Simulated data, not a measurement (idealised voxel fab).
process module | voxel self aligned contacts
cross-section cut | 195 nm wide | cells 5 nm
A cross-section is a grid of square cells, given in bands from the top down. A band is one or more rows of cells.
Each band's line starts with the height of the band's top and of its bottom, in nm. Then come its materials from left to right, each with its width in nm. One material with "throughout" fills the band from edge to edge. "air" is empty space.
Height 0 is the level under which the wafer as received is all one material. The lowest band goes on downwards, as in "0 down".
A width such as "30 to 40" changes by the same amount from each row of cells to the next, from the band's top row to its bottom row.
"no change" after a step means that no cell of the cross-section changed.
closed voids: empty space of 8 cells or more with no open way to the top, each as width x height at its distance from the left edge, in nm
after a step's settings: what the simulator itself notes on the step
overlay nm, on a step with a mask: how far to the right of its planned place the mask lay; to the left if negative
plan
1 op RECEIVE | material Si
2 op CONFORMAL_DEP | material SiO2 | thk nm 5
3 op DIRECTIONAL_DEP | material polySi | thk nm 20
4 op DIRECTIONAL_DEP | material SiN | thk nm 15
5 op PATTERN | tone cover | mask id GATE | material resist | width nm 30 | pitch nm 65 | thk nm 15 | overlay nm 0
6 op DIRECTIONAL_ETCH | etch materials SiN | depth nm 15
7 op DIRECTIONAL_ETCH | etch materials polySi | depth nm 20
8 op STRIP | etch materials resist
9 op CONFORMAL_DEP | material SiN | thk nm 5
10 op DIRECTIONAL_ETCH | etch materials SiN | depth nm 5
11 op FILL_DEP | material SiO2 | thk nm 15
12 op CMP | height nm 50
13 op PATTERN | tone open | mask id CONTACT | material resist | width nm 45 | thk nm 20 | overlay nm -15
14 op DIRECTIONAL_ETCH | etch materials SiO2 | depth nm 50
15 op STRIP | etch materials resist
16 op CONFORMAL_DEP | material TiN | thk nm 5
17 op FILL_DEP | material Ru | thk nm 5
18 op CMP | height nm 50
19 op CONFORMAL_DEP | material SiCN | thk nm 5
varied across the wafers: overlay nm of step 13. The plan shows the first wafer's value. All wafers start alike
first wafer as received, after step 1
  0 down: Si throughout
  closed voids: none
each wafer at the end: cells of each material gained (+) or lost (-) since it was received, then its closed voids
overlay nm -15 | +23 Ru | +39 SiCN | +64 SiN | +228 SiO2 | +27 TiN | +48 polySi | closed voids: none
overlay nm -10 | +31 Ru | +39 SiCN | +64 SiN | +220 SiO2 | +27 TiN | +48 polySi | closed voids: none
overlay nm -5 | +31 Ru | +39 SiCN | +64 SiN | +220 SiO2 | +27 TiN | +48 polySi | closed voids: none
overlay nm 0 | +31 Ru | +39 SiCN | +64 SiN | +220 SiO2 | +27 TiN | +48 polySi | closed voids: none
overlay nm 5 | +31 Ru | +39 SiCN | +64 SiN | +220 SiO2 | +27 TiN | +48 polySi | closed voids: none
overlay nm 10 | +31 Ru | +39 SiCN | +64 SiN | +220 SiO2 | +27 TiN | +48 polySi | closed voids: none
overlay nm 15 | +23 Ru | +39 SiCN | +64 SiN | +228 SiO2 | +27 TiN | +48 polySi | closed voids: none
